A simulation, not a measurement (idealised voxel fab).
Process module under the name voxel air gaps
Shown is cross-section cut, with a width of 185 nm and square cells of size 5 nm.
Just so we're on the same page, the cross-sections are grids of square cells, and they're listed out in bands top to bottom, each band one or more rows deep. Within each band entry, the heights of the top and of the bottom of the band appear first, in that order and in nm; the materials of the band then follow from left to right, each with its corresponding width in nm. The designation "edge to edge" on a single material indicates that it fills the band from edge to edge; the designation "empty" indicates empty space. Below 0: as-received wafer, all one material; heights counted from there. Lowest band: no bottom, goes on down, written "top 0, no bottom". When a width is written as two numbers, as in "30 to 40", the first number is the width in the top row of cells of the band and the second is the width in its bottom row, and the width changes by the same amount from each row to the next. You'll sometimes find "no change occurred" written for a step, and that's the way of saying that nowhere in the cross-section did a cell change during that step. Each empty space that has no open way to the top and spans at least 8 cells appears under "Closed void register" as width x height at distance, the distance counted from the left edge, all in nm. It should be noted that, on the line of a given step, the content following the step's settings is a remark produced by the simulator itself with respect to that step. overlay nm: on a step with a mask, how far right of its planned place the mask lay; negative means left.
-- The following list gives the planned process steps
1,RECEIVE with material Si
2,CONFORMAL_DEP with material SiO2, thk nm 10
3,CONFORMAL_DEP with material SiN, thk nm 5
4,DIRECTIONAL_DEP with material lowk, thk nm 40
5,MASKED_ETCH with tone open, mask id LINES, width nm 20, pitch nm 50, etch materials lowk, depth nm 40, overlay nm 0
6,CONFORMAL_DEP with material TiN, thk nm 5
7,FILL_DEP with material Cu, thk nm 10
8,CMP with height nm 55
9,EPI with material Ru, thk nm 10
10,SELECTIVE_ETCH with etch materials lowk, depth nm 50
11,CONFORMAL_DEP with material SiCN, thk nm 5
-- First of the two wafers, run per plan
-- As-received state of the wafer in cross-section, equivalent to post-step 1
- top 0, no bottom  Si edge to edge
- Closed void register: none
-- Step 2 complete: cross-section through the wafer
- top 10, bottom 0  SiO2 edge to edge
- Nothing below the height 0 has changed.
-- Step 3 complete: cross-section through the wafer
- top 15, bottom 10  SiN edge to edge
- Nothing below the height 10 has changed.
-- Step 4 complete: cross-section through the wafer
- top 55, bottom 15  lowk edge to edge
- Nothing below the height 15 has changed.
-- Step 5 complete: cross-section through the wafer
- top 55, bottom 15  30 of lowk | 20 of empty | 30 of lowk | 20 of empty | 30 of lowk | 20 of empty | 35 of lowk
- Nothing below the height 15 has changed.
-- Step 6 complete: cross-section through the wafer
- top 60, bottom 55  35 of TiN | 10 of empty | 40 of TiN | 10 of empty | 40 of TiN | 10 of empty | 40 of TiN
- top 55, bottom 20  30 of lowk | 5 of TiN | 10 of empty | 5 of TiN | 30 of lowk | 5 of TiN | 10 of empty | 5 of TiN | 30 of lowk | 5 of TiN | 10 of empty | 5 of TiN | 35 of lowk
- top 20, bottom 15  30 of lowk | 20 of TiN | 30 of lowk | 20 of TiN | 30 of lowk | 20 of TiN | 35 of lowk
- Nothing below the height 15 has changed.
-- Step 7 complete: cross-section through the wafer
- top 70, bottom 60  Cu edge to edge
- top 60, bottom 55  35 of TiN | 10 of Cu | 40 of TiN | 10 of Cu | 40 of TiN | 10 of Cu | 40 of TiN
- top 55, bottom 20  30 of lowk | 5 of TiN | 10 of Cu | 5 of TiN | 30 of lowk | 5 of TiN | 10 of Cu | 5 of TiN | 30 of lowk | 5 of TiN | 10 of Cu | 5 of TiN | 35 of lowk
- Nothing below the height 20 has changed.
-- Step 8 complete: cross-section through the wafer
- top 55, bottom 20  30 of lowk | 5 of TiN | 10 of Cu | 5 of TiN | 30 of lowk | 5 of TiN | 10 of Cu | 5 of TiN | 30 of lowk | 5 of TiN | 10 of Cu | 5 of TiN | 35 of lowk
- Nothing below the height 20 has changed.
-- Step 9 complete: cross-section through the wafer
- top 65, bottom 55  20 of empty | 40 of Ru | 10 of empty | 40 of Ru | 10 of empty | 40 of Ru | 25 of empty
- Nothing below the height 55 has changed.
-- Step 10 complete: cross-section through the wafer
- top 65, bottom 55  20 of empty | 40 of Ru | 10 of empty | 40 of Ru | 10 of empty | 40 of Ru | 25 of empty
- top 55, bottom 20  30 of empty | 5 of TiN | 10 of Cu | 5 of TiN | 30 of empty | 5 of TiN | 10 of Cu | 5 of TiN | 30 of empty | 5 of TiN | 10 of Cu | 5 of TiN | 35 of empty
- top 20, bottom 15  30 of empty | 20 of TiN | 30 of empty | 20 of TiN | 30 of empty | 20 of TiN | 35 of empty
- Nothing below the height 15 has changed.
-- Step 11 complete: cross-section through the wafer
- top 70, bottom 65  15 of empty | 150 of SiCN | 20 of empty
- top 65, bottom 55  15 of empty | 5 of SiCN | 40 of Ru | 10 of SiCN | 40 of Ru | 10 of SiCN | 40 of Ru | 5 of SiCN | 20 of empty
- top 55, bottom 50  15 of empty | 15 of SiCN | 5 of TiN | 10 of Cu | 5 of TiN | 30 of SiCN | 5 of TiN | 10 of Cu | 5 of TiN | 30 of SiCN | 5 of TiN | 10 of Cu | 5 of TiN | 15 of SiCN | 20 of empty
- top 50, bottom 20  25 of empty | 5 of SiCN | 5 of TiN | 10 of Cu | 5 of TiN | 5 of SiCN | 20 of empty | 5 of SiCN | 5 of TiN | 10 of Cu | 5 of TiN | 5 of SiCN | 20 of empty | 5 of SiCN | 5 of TiN | 10 of Cu | 5 of TiN | 5 of SiCN | 30 of empty
- top 20, bottom 15  30 of SiCN | 20 of TiN | 30 of SiCN | 20 of TiN | 30 of SiCN | 20 of TiN | 35 of SiCN
- Nothing below the height 15 has changed.
- Closed void register: 20 x 30 at 55; 20 x 30 at 105
-- What follows concerns the second wafer, which started out like the first and was meant to follow the very same plan; one mistake crept in when it was run, but everything up to and including step 7 is the same as for the first wafer
-- Cross-section of the second wafer at the time step 8 of the plan should have ended
- top 45, bottom 20  30 of lowk | 5 of TiN | 10 of Cu | 5 of TiN | 30 of lowk | 5 of TiN | 10 of Cu | 5 of TiN | 30 of lowk | 5 of TiN | 10 of Cu | 5 of TiN | 35 of lowk
- Nothing below the height 20 has changed.
-- Cross-section of the second wafer at the time step 9 of the plan should have ended
- top 55, bottom 45  20 of empty | 40 of Ru | 10 of empty | 40 of Ru | 10 of empty | 40 of Ru | 25 of empty
- Nothing below the height 45 has changed.
-- Cross-section of the second wafer at the time step 10 of the plan should have ended
- top 55, bottom 45  20 of empty | 40 of Ru | 10 of empty | 40 of Ru | 10 of empty | 40 of Ru | 25 of empty
- top 45, bottom 20  30 of empty | 5 of TiN | 10 of Cu | 5 of TiN | 30 of empty | 5 of TiN | 10 of Cu | 5 of TiN | 30 of empty | 5 of TiN | 10 of Cu | 5 of TiN | 35 of empty
- top 20, bottom 15  30 of empty | 20 of TiN | 30 of empty | 20 of TiN | 30 of empty | 20 of TiN | 35 of empty
- Nothing below the height 15 has changed.
-- Cross-section of the second wafer at the time step 11 of the plan should have ended
- top 60, bottom 55  15 of empty | 150 of SiCN | 20 of empty
- top 55, bottom 45  15 of empty | 5 of SiCN | 40 of Ru | 10 of SiCN | 40 of Ru | 10 of SiCN | 40 of Ru | 5 of SiCN | 20 of empty
- top 45, bottom 40  15 of empty | 15 of SiCN | 5 of TiN | 10 of Cu | 5 of TiN | 30 of SiCN | 5 of TiN | 10 of Cu | 5 of TiN | 30 of SiCN | 5 of TiN | 10 of Cu | 5 of TiN | 15 of SiCN | 20 of empty
- top 40, bottom 20  25 of empty | 5 of SiCN | 5 of TiN | 10 of Cu | 5 of TiN | 5 of SiCN | 20 of empty | 5 of SiCN | 5 of TiN | 10 of Cu | 5 of TiN | 5 of SiCN | 20 of empty | 5 of SiCN | 5 of TiN | 10 of Cu | 5 of TiN | 5 of SiCN | 30 of empty
- top 20, bottom 15  30 of SiCN | 20 of TiN | 30 of SiCN | 20 of TiN | 30 of SiCN | 20 of TiN | 35 of SiCN
- Nothing below the height 15 has changed.
- Closed void register: 20 x 20 at 55; 20 x 20 at 105
Run error: step 8 was run on a setting that differed from the plan, and what really ran there is CMP with height nm 45
In the final state, the cell counts of the second wafer exceed or fall short of those of the first for the following materials: Cu -12, SiCN -12, TiN -12
